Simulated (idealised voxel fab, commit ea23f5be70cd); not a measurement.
The document below concerns the process module designated voxel spacer lines.
Shown is cross-section cut, with a width of 200 nm and square cells of size 5 nm.
Just so we're on the same page, the cross-sections are grids of square cells, and they're listed out in bands top to bottom, each band one or more rows deep. The entry gives the band's vertical extent as a top height and a bottom height in nm, then its horizontal make-up as materials from left to right, each with a width in nm. "empty" stands for empty space; a single material marked "everywhere" fills the band edge to edge. Zero point of the height axis is 0; under it, received wafer = one material. Lowest band: continues down indefinitely, "0 nm and below". A width given as "30..40" starts at the first number in the band's top row and ends at the second number in its bottom row, shifting by an equal amount at every step from row to row. When a step is marked "remained unchanged", none of the cells in the cross-section changed during that step. "Enclosed void inventory" means: voids of 8 cells or more that are shut off from the top with no open way through. Written width x height at distance, distance from the left edge, in nm. On each step's line, the part that comes after the settings is the simulator's own comment on the step. overlay nm: right-of-plan distance of the mask on a masked step; negative values mean left-of-plan. Before/after cross-section pairs, one process step each; after shown to lowest changed band; step and settings beneath. Pairs may be from different runs of this module on the same starting wafer; a pair continues from the one above only where its "Pre-step geometry" entry says so.
PRE-STEP GEOMETRY
- 0 nm and below: Si everywhere
- Enclosed void inventory: none
CROSS-SECTION AFTER STEP
- 5 nm to 0 nm: Al2O3 everywhere
- Whatever lies below 0 is exactly as it was before.
- Enclosed void inventory: none
The structure goes from the before cross-section above to the after cross-section through CONFORMAL_DEP: material Al2O3, thk nm 5
Pre-step geometry: see preceding pair, after cross-section.
CROSS-SECTION AFTER STEP
- 25 nm to 5 nm: TiN everywhere
- Whatever lies below 5 is exactly as it was before.
- Enclosed void inventory: none
The structure goes from the before cross-section above to the after cross-section through DIRECTIONAL_DEP: material TiN, thk nm 20
Pre-step geometry: see preceding pair, after cross-section.
CROSS-SECTION AFTER STEP
- 45 nm to 25 nm: polySi everywhere
- Whatever lies below 25 is exactly as it was before.
- Enclosed void inventory: none
The structure goes from the before cross-section above to the after cross-section through DIRECTIONAL_DEP: material polySi, thk nm 20
Pre-step geometry: see preceding pair, after cross-section.
CROSS-SECTION AFTER STEP
- 70 nm to 45 nm: empty 55, resist 20, empty 50, resist 20, empty 55
- Whatever lies below 45 is exactly as it was before.
- Enclosed void inventory: none
The structure goes from the before cross-section above to the after cross-section through PATTERN: tone cover, mask id MANDREL, material resist, width nm 20, pitch nm 70, thk nm 25, overlay nm 0
Pre-step geometry: see preceding pair, after cross-section.
CROSS-SECTION AFTER STEP
- 70 nm to 45 nm: empty 55, resist 20, empty 50, resist 20, empty 55
- 45 nm to 25 nm: empty 55, polySi 20, empty 50, polySi 20, empty 55
- Whatever lies below 25 is exactly as it was before.
- Enclosed void inventory: none
The structure goes from the before cross-section above to the after cross-section through DIRECTIONAL_ETCH: etch materials polySi, depth nm 20
Pre-step geometry: see preceding pair, after cross-section.
CROSS-SECTION AFTER STEP
- 45 nm to 25 nm: empty 55, polySi 20, empty 50, polySi 20, empty 55
- Whatever lies below 25 is exactly as it was before.
- Enclosed void inventory: none
The structure goes from the before cross-section above to the after cross-section through STRIP: etch materials resist
Pre-step geometry: see preceding pair, after cross-section.
CROSS-SECTION AFTER STEP
- 60 nm to 45 nm: empty 40, SiO2 50, empty 20, SiO2 50, empty 40
- 45 nm to 40 nm: empty 40, SiO2 15, polySi 20, SiO2 15, empty 20, SiO2 15, polySi 20, SiO2 15, empty 40
- 40 nm to 25 nm: SiO2 55, polySi 20, SiO2 50, polySi 20, SiO2 55
- Whatever lies below 25 is exactly as it was before.
- Enclosed void inventory: none
The structure goes from the before cross-section above to the after cross-section through CONFORMAL_DEP: material SiO2, thk nm 15
Pre-step geometry: see preceding pair, after cross-section.
CROSS-SECTION AFTER STEP
- 45 nm to 25 nm: empty 40, SiO2 15, polySi 20, SiO2 15, empty 20, SiO2 15, polySi 20, SiO2 15, empty 40
- Whatever lies below 25 is exactly as it was before.
- Enclosed void inventory: none
The structure goes from the before cross-section above to the after cross-section through DIRECTIONAL_ETCH: etch materials SiO2, depth nm 15
Pre-step geometry: see preceding pair, after cross-section.
CROSS-SECTION AFTER STEP
- 45 nm to 25 nm: empty 40, SiO2 15, empty 20, SiO2 15, empty 20, SiO2 15, empty 20, SiO2 15, empty 40
- Whatever lies below 25 is exactly as it was before.
- Enclosed void inventory: none
The structure goes from the before cross-section above to the after cross-section through STRIP: etch materials polySi
Pre-step geometry: see preceding pair, after cross-section.
CROSS-SECTION AFTER STEP
- 45 nm to 25 nm: empty 40, SiO2 15, empty 20, SiO2 15, empty 20, SiO2 15, empty 20, SiO2 15, empty 40
- 25 nm to 5 nm: empty 40, TiN 15, empty 20, TiN 15, empty 20, TiN 15, empty 20, TiN 15, empty 40
- Whatever lies below 5 is exactly as it was before.
- Enclosed void inventory: none
The structure goes from the before cross-section above to the after cross-section through DIRECTIONAL_ETCH: etch materials TiN, depth nm 20
Pre-step geometry: see preceding pair, after cross-section.
CROSS-SECTION AFTER STEP
- 25 nm to 5 nm: empty 40, TiN 15, empty 20, TiN 15, empty 20, TiN 15, empty 20, TiN 15, empty 40
- Whatever lies below 5 is exactly as it was before.
- Enclosed void inventory: none
The structure goes from the before cross-section above to the after cross-section through STRIP: etch materials SiO2
PRE-STEP GEOMETRY
- 0 nm and below: Si everywhere
- Enclosed void inventory: none
CROSS-SECTION AFTER STEP
- 20 nm to 0 nm: TiN everywhere
- Whatever lies below 0 is exactly as it was before.
- Enclosed void inventory: none
The structure goes from the before cross-section above to the after cross-section through DIRECTIONAL_DEP: material TiN, thk nm 20
Pre-step geometry: see preceding pair, after cross-section.
CROSS-SECTION AFTER STEP
- 40 nm to 20 nm: polySi everywhere
- Whatever lies below 20 is exactly as it was before.
- Enclosed void inventory: none
The structure goes from the before cross-section above to the after cross-section through DIRECTIONAL_DEP: material polySi, thk nm 20
Pre-step geometry: see preceding pair, after cross-section.
CROSS-SECTION AFTER STEP
- 65 nm to 40 nm: empty 55, resist 20, empty 50, resist 20, empty 55
- Whatever lies below 40 is exactly as it was before.
- Enclosed void inventory: none
The structure goes from the before cross-section above to the after cross-section through PATTERN: tone cover, mask id MANDREL, material resist, width nm 20, pitch nm 70, thk nm 25, overlay nm 0
Pre-step geometry: see preceding pair, after cross-section.
CROSS-SECTION AFTER STEP
- 65 nm to 40 nm: empty 55, resist 20, empty 50, resist 20, empty 55
- 40 nm to 20 nm: empty 55, polySi 20, empty 50, polySi 20, empty 55
- Whatever lies below 20 is exactly as it was before.
- Enclosed void inventory: none
The structure goes from the before cross-section above to the after cross-section through DIRECTIONAL_ETCH: etch materials polySi, depth nm 20
Pre-step geometry: see preceding pair, after cross-section.
CROSS-SECTION AFTER STEP
- 40 nm to 20 nm: empty 55, polySi 20, empty 50, polySi 20, empty 55
- Whatever lies below 20 is exactly as it was before.
- Enclosed void inventory: none
The structure goes from the before cross-section above to the after cross-section through STRIP: etch materials resist
Pre-step geometry: see preceding pair, after cross-section.
CROSS-SECTION AFTER STEP
- 55 nm to 40 nm: empty 40, SiO2 50, empty 20, SiO2 50, empty 40
- 40 nm to 35 nm: empty 40, SiO2 15, polySi 20, SiO2 15, empty 20, SiO2 15, polySi 20, SiO2 15, empty 40
- 35 nm to 20 nm: SiO2 55, polySi 20, SiO2 50, polySi 20, SiO2 55
- Whatever lies below 20 is exactly as it was before.
- Enclosed void inventory: none
The structure goes from the before cross-section above to the after cross-section through CONFORMAL_DEP: material SiO2, thk nm 15
Pre-step geometry: see preceding pair, after cross-section.
CROSS-SECTION AFTER STEP
- 40 nm to 20 nm: empty 40, SiO2 15, polySi 20, SiO2 15, empty 20, SiO2 15, polySi 20, SiO2 15, empty 40
- Whatever lies below 20 is exactly as it was before.
- Enclosed void inventory: none
The structure goes from the before cross-section above to the after cross-section through DIRECTIONAL_ETCH: etch materials SiO2, depth nm 15
Pre-step geometry: see preceding pair, after cross-section.
CROSS-SECTION AFTER STEP
- 40 nm to 20 nm: empty 40, SiO2 15, empty 20, SiO2 15, empty 20, SiO2 15, empty 20, SiO2 15, empty 40
- Whatever lies below 20 is exactly as it was before.
- Enclosed void inventory: none
The structure goes from the before cross-section above to the after cross-section through STRIP: etch materials polySi
Pre-step geometry: see preceding pair, after cross-section.
CROSS-SECTION AFTER STEP
- 40 nm to 20 nm: empty 40, SiO2 15, empty 20, SiO2 15, empty 20, SiO2 15, empty 20, SiO2 15, empty 40
- 20 nm to 0 nm: empty 40, TiN 15, empty 20, TiN 15, empty 20, TiN 15, empty 20, TiN 15, empty 40
- Whatever lies below 0 is exactly as it was before.
- Enclosed void inventory: none
The structure goes from the before cross-section above to the after cross-section through DIRECTIONAL_ETCH: etch materials TiN, depth nm 20
Pre-step geometry: see preceding pair, after cross-section.
CROSS-SECTION AFTER STEP
- 20 nm to 0 nm: empty 40, TiN 15, empty 20, TiN 15, empty 20, TiN 15, empty 20, TiN 15, empty 40
- Whatever lies below 0 is exactly as it was before.
- Enclosed void inventory: none
The structure goes from the before cross-section above to the after cross-section through STRIP: etch materials SiO2
PRE-STEP GEOMETRY
- 25 nm to 5 nm: TiN everywhere
- 5 nm to 0 nm: Al2O3 everywhere
- 0 nm and below: Si everywhere
- Enclosed void inventory: none
CROSS-SECTION AFTER STEP
- 45 nm to 5 nm: TiN everywhere
- Whatever lies below 5 is exactly as it was before.
- Enclosed void inventory: none
The structure goes from the before cross-section above to the after cross-section through DIRECTIONAL_DEP: material TiN, thk nm 20
Pre-step geometry: see preceding pair, after cross-section.
CROSS-SECTION AFTER STEP
- 65 nm to 45 nm: polySi everywhere
- Whatever lies below 45 is exactly as it was before.
- Enclosed void inventory: none
The structure goes from the before cross-section above to the after cross-section through DIRECTIONAL_DEP: material polySi, thk nm 20
Pre-step geometry: see preceding pair, after cross-section.
CROSS-SECTION AFTER STEP
- 90 nm to 65 nm: empty 55, resist 20, empty 50, resist 20, empty 55
- Whatever lies below 65 is exactly as it was before.
- Enclosed void inventory: none
The structure goes from the before cross-section above to the after cross-section through PATTERN: tone cover, mask id MANDREL, material resist, width nm 20, pitch nm 70, thk nm 25, overlay nm 0
Pre-step geometry: see preceding pair, after cross-section.
CROSS-SECTION AFTER STEP
- 90 nm to 65 nm: empty 55, resist 20, empty 50, resist 20, empty 55
- 65 nm to 45 nm: empty 55, polySi 20, empty 50, polySi 20, empty 55
- Whatever lies below 45 is exactly as it was before.
- Enclosed void inventory: none
The structure goes from the before cross-section above to the after cross-section through DIRECTIONAL_ETCH: etch materials polySi, depth nm 20
Pre-step geometry: see preceding pair, after cross-section.
CROSS-SECTION AFTER STEP
- 65 nm to 45 nm: empty 55, polySi 20, empty 50, polySi 20, empty 55
- Whatever lies below 45 is exactly as it was before.
- Enclosed void inventory: none
The structure goes from the before cross-section above to the after cross-section through STRIP: etch materials resist
Pre-step geometry: see preceding pair, after cross-section.
CROSS-SECTION AFTER STEP
- 80 nm to 65 nm: empty 40, SiO2 50, empty 20, SiO2 50, empty 40
- 65 nm to 60 nm: empty 40, SiO2 15, polySi 20, SiO2 15, empty 20, SiO2 15, polySi 20, SiO2 15, empty 40
- 60 nm to 45 nm: SiO2 55, polySi 20, SiO2 50, polySi 20, SiO2 55
- Whatever lies below 45 is exactly as it was before.
- Enclosed void inventory: none
The structure goes from the before cross-section above to the after cross-section through CONFORMAL_DEP: material SiO2, thk nm 15
Pre-step geometry: see preceding pair, after cross-section.
CROSS-SECTION AFTER STEP
- 65 nm to 45 nm: empty 40, SiO2 15, polySi 20, SiO2 15, empty 20, SiO2 15, polySi 20, SiO2 15, empty 40
- Whatever lies below 45 is exactly as it was before.
- Enclosed void inventory: none
The structure goes from the before cross-section above to the after cross-section through DIRECTIONAL_ETCH: etch materials SiO2, depth nm 15
Pre-step geometry: see preceding pair, after cross-section.
CROSS-SECTION AFTER STEP
- 65 nm to 45 nm: empty 40, SiO2 15, empty 20, SiO2 15, empty 20, SiO2 15, empty 20, SiO2 15, empty 40
- Whatever lies below 45 is exactly as it was before.
- Enclosed void inventory: none
The structure goes from the before cross-section above to the after cross-section through STRIP: etch materials polySi
Pre-step geometry: see preceding pair, after cross-section.
CROSS-SECTION AFTER STEP
- 65 nm to 45 nm: empty 40, SiO2 15, empty 20, SiO2 15, empty 20, SiO2 15, empty 20, SiO2 15, empty 40
- 45 nm to 25 nm: empty 40, TiN 15, empty 20, TiN 15, empty 20, TiN 15, empty 20, TiN 15, empty 40
- Whatever lies below 25 is exactly as it was before.
- Enclosed void inventory: none
The structure goes from the before cross-section above to the after cross-section through DIRECTIONAL_ETCH: etch materials TiN, depth nm 20
Pre-step geometry: see preceding pair, after cross-section.
CROSS-SECTION AFTER STEP
- 45 nm to 25 nm: empty 40, TiN 15, empty 20, TiN 15, empty 20, TiN 15, empty 20, TiN 15, empty 40
- Whatever lies below 25 is exactly as it was before.
- Enclosed void inventory: none
The structure goes from the before cross-section above to the after cross-section through STRIP: etch materials SiO2
PRE-STEP GEOMETRY
- 45 nm to 25 nm: empty 40, SiO2 15, polySi 20, SiO2 15, empty 20, SiO2 15, polySi 20, SiO2 15, empty 40
- 25 nm to 5 nm: TiN everywhere
- 5 nm to 0 nm: Al2O3 everywhere
- 0 nm and below: Si everywhere
- Enclosed void inventory: none
CROSS-SECTION AFTER STEP
- 45 nm to 25 nm: empty 40, SiO2 15, polySi 20, SiO2 15, empty 20, SiO2 15, polySi 20, SiO2 15, empty 40
- 25 nm to 5 nm: empty 40, TiN 50, empty 20, TiN 50, empty 40
- Whatever lies below 5 is exactly as it was before.
- Enclosed void inventory: none
The structure goes from the before cross-section above to the after cross-section through DIRECTIONAL_ETCH: etch materials TiN, depth nm 20
Pre-step geometry: see preceding pair, after cross-section.
CROSS-SECTION AFTER STEP
- 45 nm to 25 nm: empty 40, SiO2 15, empty 20, SiO2 15, empty 20, SiO2 15, empty 20, SiO2 15, empty 40
- Whatever lies below 25 is exactly as it was before.
- Enclosed void inventory: none
The structure goes from the before cross-section above to the after cross-section through STRIP: etch materials polySi
Pre-step geometry: see preceding pair, after cross-section.
CROSS-SECTION AFTER STEP
- 25 nm to 5 nm: empty 40, TiN 50, empty 20, TiN 50, empty 40
- Whatever lies below 5 is exactly as it was before.
- Enclosed void inventory: none
The structure goes from the before cross-section above to the after cross-section through STRIP: etch materials SiO2
PRE-STEP GEOMETRY
- 5 nm to 0 nm: Al2O3 everywhere
- 0 nm and below: Si everywhere
- Enclosed void inventory: none
CROSS-SECTION AFTER STEP
- 20 nm to 5 nm: TiN everywhere
- Whatever lies below 5 is exactly as it was before.
- Enclosed void inventory: none
The structure goes from the before cross-section above to the after cross-section through DIRECTIONAL_DEP: material TiN, thk nm 15
Pre-step geometry: see preceding pair, after cross-section.
CROSS-SECTION AFTER STEP
- 40 nm to 20 nm: polySi everywhere
- Whatever lies below 20 is exactly as it was before.
- Enclosed void inventory: none
The structure goes from the before cross-section above to the after cross-section through DIRECTIONAL_DEP: material polySi, thk nm 20
Pre-step geometry: see preceding pair, after cross-section.
CROSS-SECTION AFTER STEP
- 65 nm to 40 nm: empty 55, resist 20, empty 50, resist 20, empty 55
- Whatever lies below 40 is exactly as it was before.
- Enclosed void inventory: none
The structure goes from the before cross-section above to the after cross-section through PATTERN: tone cover, mask id MANDREL, material resist, width nm 20, pitch nm 70, thk nm 25, overlay nm 0
Pre-step geometry: see preceding pair, after cross-section.
CROSS-SECTION AFTER STEP
- 65 nm to 40 nm: empty 55, resist 20, empty 50, resist 20, empty 55
- 40 nm to 20 nm: empty 55, polySi 20, empty 50, polySi 20, empty 55
- Whatever lies below 20 is exactly as it was before.
- Enclosed void inventory: none
The structure goes from the before cross-section above to the after cross-section through DIRECTIONAL_ETCH: etch materials polySi, depth nm 20
Pre-step geometry: see preceding pair, after cross-section.
CROSS-SECTION AFTER STEP
- 40 nm to 20 nm: empty 55, polySi 20, empty 50, polySi 20, empty 55
- Whatever lies below 20 is exactly as it was before.
- Enclosed void inventory: none
The structure goes from the before cross-section above to the after cross-section through STRIP: etch materials resist
Pre-step geometry: see preceding pair, after cross-section.
CROSS-SECTION AFTER STEP
- 55 nm to 40 nm: empty 40, SiO2 50, empty 20, SiO2 50, empty 40
- 40 nm to 35 nm: empty 40, SiO2 15, polySi 20, SiO2 15, empty 20, SiO2 15, polySi 20, SiO2 15, empty 40
- 35 nm to 20 nm: SiO2 55, polySi 20, SiO2 50, polySi 20, SiO2 55
- Whatever lies below 20 is exactly as it was before.
- Enclosed void inventory: none
The structure goes from the before cross-section above to the after cross-section through CONFORMAL_DEP: material SiO2, thk nm 15
Pre-step geometry: see preceding pair, after cross-section.
CROSS-SECTION AFTER STEP
- 40 nm to 20 nm: empty 40, SiO2 15, polySi 20, SiO2 15, empty 20, SiO2 15, polySi 20, SiO2 15, empty 40
- Whatever lies below 20 is exactly as it was before.
- Enclosed void inventory: none
The structure goes from the before cross-section above to the after cross-section through DIRECTIONAL_ETCH: etch materials SiO2, depth nm 15
Pre-step geometry: see preceding pair, after cross-section.
CROSS-SECTION AFTER STEP
- 40 nm to 20 nm: empty 40, SiO2 15, empty 20, SiO2 15, empty 20, SiO2 15, empty 20, SiO2 15, empty 40
- Whatever lies below 20 is exactly as it was before.
- Enclosed void inventory: none
The structure goes from the before cross-section above to the after cross-section through STRIP: etch materials polySi
Pre-step geometry: see preceding pair, after cross-section.
CROSS-SECTION AFTER STEP
- 40 nm to 20 nm: empty 40, SiO2 15, empty 20, SiO2 15, empty 20, SiO2 15, empty 20, SiO2 15, empty 40
- 20 nm to 5 nm: empty 40, TiN 15, empty 20, TiN 15, empty 20, TiN 15, empty 20, TiN 15, empty 40
- Whatever lies below 5 is exactly as it was before.
- Enclosed void inventory: none
The structure goes from the before cross-section above to the after cross-section through DIRECTIONAL_ETCH: etch materials TiN, depth nm 20
Pre-step geometry: see preceding pair, after cross-section.
CROSS-SECTION AFTER STEP
- 20 nm to 5 nm: empty 40, TiN 15, empty 20, TiN 15, empty 20, TiN 15, empty 20, TiN 15, empty 40
- Whatever lies below 5 is exactly as it was before.
- Enclosed void inventory: none
The structure goes from the before cross-section above to the after cross-section through STRIP: etch materials SiO2
PRE-STEP GEOMETRY
- 45 nm to 25 nm: polySi everywhere
- 25 nm to 5 nm: TiN everywhere
- 5 nm to 0 nm: Al2O3 everywhere
- 0 nm and below: Si everywhere
- Enclosed void inventory: none
CROSS-SECTION AFTER STEP
- 70 nm to 45 nm: empty 55, resist 25, empty 45, resist 25, empty 50
- Whatever lies below 45 is exactly as it was before.
- Enclosed void inventory: none
The structure goes from the before cross-section above to the after cross-section through PATTERN: tone cover, mask id MANDREL, material resist, width nm 25, pitch nm 70, thk nm 25, overlay nm 0
Pre-step geometry: see preceding pair, after cross-section.
CROSS-SECTION AFTER STEP
- 70 nm to 45 nm: empty 55, resist 25, empty 45, resist 25, empty 50
- 45 nm to 25 nm: empty 55, polySi 25, empty 45, polySi 25, empty 50
- Whatever lies below 25 is exactly as it was before.
- Enclosed void inventory: none
The structure goes from the before cross-section above to the after cross-section through DIRECTIONAL_ETCH: etch materials polySi, depth nm 20
Pre-step geometry: see preceding pair, after cross-section.
CROSS-SECTION AFTER STEP
- 45 nm to 25 nm: empty 55, polySi 25, empty 45, polySi 25, empty 50
- Whatever lies below 25 is exactly as it was before.
- Enclosed void inventory: none
The structure goes from the before cross-section above to the after cross-section through STRIP: etch materials resist
Pre-step geometry: see preceding pair, after cross-section.
CROSS-SECTION AFTER STEP
- 60 nm to 45 nm: empty 40, SiO2 55, empty 15, SiO2 55, empty 35
- 45 nm to 40 nm: empty 40, SiO2 15, polySi 25, SiO2 15, empty 15, SiO2 15, polySi 25, SiO2 15, empty 35
- 40 nm to 25 nm: SiO2 55, polySi 25, SiO2 45, polySi 25, SiO2 50
- Whatever lies below 25 is exactly as it was before.
- Enclosed void inventory: none
The structure goes from the before cross-section above to the after cross-section through CONFORMAL_DEP: material SiO2, thk nm 15
Pre-step geometry: see preceding pair, after cross-section.
CROSS-SECTION AFTER STEP
- 45 nm to 25 nm: empty 40, SiO2 15, polySi 25, SiO2 15, empty 15, SiO2 15, polySi 25, SiO2 15, empty 35
- Whatever lies below 25 is exactly as it was before.
- Enclosed void inventory: none
The structure goes from the before cross-section above to the after cross-section through DIRECTIONAL_ETCH: etch materials SiO2, depth nm 15
Pre-step geometry: see preceding pair, after cross-section.
CROSS-SECTION AFTER STEP
- 45 nm to 25 nm: empty 40, SiO2 15, empty 25, SiO2 15, empty 15, SiO2 15, empty 25, SiO2 15, empty 35
- Whatever lies below 25 is exactly as it was before.
- Enclosed void inventory: none
The structure goes from the before cross-section above to the after cross-section through STRIP: etch materials polySi
Pre-step geometry: see preceding pair, after cross-section.
CROSS-SECTION AFTER STEP
- 45 nm to 25 nm: empty 40, SiO2 15, empty 25, SiO2 15, empty 15, SiO2 15, empty 25, SiO2 15, empty 35
- 25 nm to 5 nm: empty 40, TiN 15, empty 25, TiN 15, empty 15, TiN 15, empty 25, TiN 15, empty 35
- Whatever lies below 5 is exactly as it was before.
- Enclosed void inventory: none
The structure goes from the before cross-section above to the after cross-section through DIRECTIONAL_ETCH: etch materials TiN, depth nm 20
Pre-step geometry: see preceding pair, after cross-section.
CROSS-SECTION AFTER STEP
- 25 nm to 5 nm: empty 40, TiN 15, empty 25, TiN 15, empty 15, TiN 15, empty 25, TiN 15, empty 35
- Whatever lies below 5 is exactly as it was before.
- Enclosed void inventory: none
The structure goes from the before cross-section above to the after cross-section through STRIP: etch materials SiO2
PRE-STEP GEOMETRY
- 45 nm to 25 nm: polySi everywhere
- 25 nm to 5 nm: TiN everywhere
- 5 nm to 0 nm: Al2O3 everywhere
- 0 nm and below: Si everywhere
- Enclosed void inventory: none
CROSS-SECTION AFTER STEP
- 70 nm to 45 nm: empty 45, resist 20, empty 50, resist 20, empty 65
- Whatever lies below 45 is exactly as it was before.
- Enclosed void inventory: none
The structure goes from the before cross-section above to the after cross-section through PATTERN: tone cover, mask id MANDREL, material resist, width nm 20, pitch nm 70, thk nm 25, overlay nm -10
Pre-step geometry: see preceding pair, after cross-section.
CROSS-SECTION AFTER STEP
- 70 nm to 45 nm: empty 45, resist 20, empty 50, resist 20, empty 65
- 45 nm to 25 nm: empty 45, polySi 20, empty 50, polySi 20, empty 65
- Whatever lies below 25 is exactly as it was before.
- Enclosed void inventory: none
The structure goes from the before cross-section above to the after cross-section through DIRECTIONAL_ETCH: etch materials polySi, depth nm 20
Pre-step geometry: see preceding pair, after cross-section.
CROSS-SECTION AFTER STEP
- 45 nm to 25 nm: empty 45, polySi 20, empty 50, polySi 20, empty 65
- Whatever lies below 25 is exactly as it was before.
- Enclosed void inventory: none
The structure goes from the before cross-section above to the after cross-section through STRIP: etch materials resist
Pre-step geometry: see preceding pair, after cross-section.
CROSS-SECTION AFTER STEP
- 60 nm to 45 nm: empty 30, SiO2 50, empty 20, SiO2 50, empty 50
- 45 nm to 40 nm: empty 30, SiO2 15, polySi 20, SiO2 15, empty 20, SiO2 15, polySi 20, SiO2 15, empty 50
- 40 nm to 25 nm: SiO2 45, polySi 20, SiO2 50, polySi 20, SiO2 65
- Whatever lies below 25 is exactly as it was before.
- Enclosed void inventory: none
The structure goes from the before cross-section above to the after cross-section through CONFORMAL_DEP: material SiO2, thk nm 15
Pre-step geometry: see preceding pair, after cross-section.
CROSS-SECTION AFTER STEP
- 45 nm to 25 nm: empty 30, SiO2 15, polySi 20, SiO2 15, empty 20, SiO2 15, polySi 20, SiO2 15, empty 50
- Whatever lies below 25 is exactly as it was before.
- Enclosed void inventory: none
The structure goes from the before cross-section above to the after cross-section through DIRECTIONAL_ETCH: etch materials SiO2, depth nm 15
Pre-step geometry: see preceding pair, after cross-section.
CROSS-SECTION AFTER STEP
- 45 nm to 25 nm: empty 30, SiO2 15, empty 20, SiO2 15, empty 20, SiO2 15, empty 20, SiO2 15, empty 50
- Whatever lies below 25 is exactly as it was before.
- Enclosed void inventory: none
The structure goes from the before cross-section above to the after cross-section through STRIP: etch materials polySi
Pre-step geometry: see preceding pair, after cross-section.
CROSS-SECTION AFTER STEP
- 45 nm to 25 nm: empty 30, SiO2 15, empty 20, SiO2 15, empty 20, SiO2 15, empty 20, SiO2 15, empty 50
- 25 nm to 5 nm: empty 30, TiN 15, empty 20, TiN 15, empty 20, TiN 15, empty 20, TiN 15, empty 50
- Whatever lies below 5 is exactly as it was before.
- Enclosed void inventory: none
The structure goes from the before cross-section above to the after cross-section through DIRECTIONAL_ETCH: etch materials TiN, depth nm 20
Pre-step geometry: see preceding pair, after cross-section.
CROSS-SECTION AFTER STEP
- 25 nm to 5 nm: empty 30, TiN 15, empty 20, TiN 15, empty 20, TiN 15, empty 20, TiN 15, empty 50
- Whatever lies below 5 is exactly as it was before.
- Enclosed void inventory: none
The structure goes from the before cross-section above to the after cross-section through STRIP: etch materials SiO2
PRE-STEP GEOMETRY
- 25 nm to 5 nm: TiN everywhere
- 5 nm to 0 nm: Al2O3 everywhere
- 0 nm and below: Si everywhere
- Enclosed void inventory: none
CROSS-SECTION AFTER STEP
- 45 nm to 25 nm: Al2O3 everywhere
- Whatever lies below 25 is exactly as it was before.
- Enclosed void inventory: none
The structure goes from the before cross-section above to the after cross-section through DIRECTIONAL_DEP: material Al2O3, thk nm 20
Pre-step geometry: see preceding pair, after cross-section.
CROSS-SECTION AFTER STEP
- 70 nm to 45 nm: empty 55, resist 20, empty 50, resist 20, empty 55
- Whatever lies below 45 is exactly as it was before.
- Enclosed void inventory: none
The structure goes from the before cross-section above to the after cross-section through PATTERN: tone cover, mask id MANDREL, material resist, width nm 20, pitch nm 70, thk nm 25, overlay nm 0
Pre-step geometry: see preceding pair, after cross-section.
CROSS-SECTION AFTER STEP
- 45 nm to 25 nm: Al2O3 everywhere
- Whatever lies below 25 is exactly as it was before.
- Enclosed void inventory: none
The structure goes from the before cross-section above to the after cross-section through STRIP: etch materials resist
Pre-step geometry: see preceding pair, after cross-section.
CROSS-SECTION AFTER STEP
- 60 nm to 45 nm: SiO2 everywhere
- Whatever lies below 45 is exactly as it was before.
- Enclosed void inventory: none
The structure goes from the before cross-section above to the after cross-section through CONFORMAL_DEP: material SiO2, thk nm 15
Pre-step geometry: see preceding pair, after cross-section.
CROSS-SECTION AFTER STEP
- 45 nm to 25 nm: Al2O3 everywhere
- Whatever lies below 25 is exactly as it was before.
- Enclosed void inventory: none
The structure goes from the before cross-section above to the after cross-section through DIRECTIONAL_ETCH: etch materials SiO2, depth nm 15
PRE-STEP GEOMETRY
- 45 nm to 25 nm: polySi everywhere
- 25 nm to 5 nm: TiN everywhere
- 5 nm to 0 nm: Al2O3 everywhere
- 0 nm and below: Si everywhere
- Enclosed void inventory: none
CROSS-SECTION AFTER STEP
- 70 nm to 45 nm: resist 55, empty 20, resist 50, empty 20, resist 55
- Whatever lies below 45 is exactly as it was before.
- Enclosed void inventory: none
The structure goes from the before cross-section above to the after cross-section through PATTERN: tone open, mask id MANDREL, material resist, width nm 20, pitch nm 70, thk nm 25, overlay nm 0
Pre-step geometry: see preceding pair, after cross-section.
CROSS-SECTION AFTER STEP
- 70 nm to 45 nm: resist 55, empty 20, resist 50, empty 20, resist 55
- 45 nm to 25 nm: polySi 55, empty 20, polySi 50, empty 20, polySi 55
- Whatever lies below 25 is exactly as it was before.
- Enclosed void inventory: none
The structure goes from the before cross-section above to the after cross-section through DIRECTIONAL_ETCH: etch materials polySi, depth nm 20
Pre-step geometry: see preceding pair, after cross-section.
CROSS-SECTION AFTER STEP
- 45 nm to 25 nm: polySi 55, empty 20, polySi 50, empty 20, polySi 55
- Whatever lies below 25 is exactly as it was before.
- Enclosed void inventory: none
The structure goes from the before cross-section above to the after cross-section through STRIP: etch materials resist
Pre-step geometry: see preceding pair, after cross-section.
CROSS-SECTION AFTER STEP
- 60 nm to 45 nm: SiO2 everywhere
- 45 nm to 25 nm: polySi 55, SiO2 20, polySi 50, SiO2 20, polySi 55
- Whatever lies below 25 is exactly as it was before.
- Enclosed void inventory: none
The structure goes from the before cross-section above to the after cross-section through CONFORMAL_DEP: material SiO2, thk nm 15
Pre-step geometry: see preceding pair, after cross-section.
CROSS-SECTION AFTER STEP
- 45 nm to 25 nm: polySi 55, SiO2 20, polySi 50, SiO2 20, polySi 55
- Whatever lies below 25 is exactly as it was before.
- Enclosed void inventory: none
The structure goes from the before cross-section above to the after cross-section through DIRECTIONAL_ETCH: etch materials SiO2, depth nm 15
Pre-step geometry: see preceding pair, after cross-section.
CROSS-SECTION AFTER STEP
- 45 nm to 25 nm: empty 55, SiO2 20, empty 50, SiO2 20, empty 55
- Whatever lies below 25 is exactly as it was before.
- Enclosed void inventory: none
The structure goes from the before cross-section above to the after cross-section through STRIP: etch materials polySi
Pre-step geometry: see preceding pair, after cross-section.
CROSS-SECTION AFTER STEP
- 45 nm to 25 nm: empty 55, SiO2 20, empty 50, SiO2 20, empty 55
- 25 nm to 5 nm: empty 55, TiN 20, empty 50, TiN 20, empty 55
- Whatever lies below 5 is exactly as it was before.
- Enclosed void inventory: none
The structure goes from the before cross-section above to the after cross-section through DIRECTIONAL_ETCH: etch materials TiN, depth nm 20
Pre-step geometry: see preceding pair, after cross-section.
CROSS-SECTION AFTER STEP
- 25 nm to 5 nm: empty 55, TiN 20, empty 50, TiN 20, empty 55
- Whatever lies below 5 is exactly as it was before.
- Enclosed void inventory: none
The structure goes from the before cross-section above to the after cross-section through STRIP: etch materials SiO2
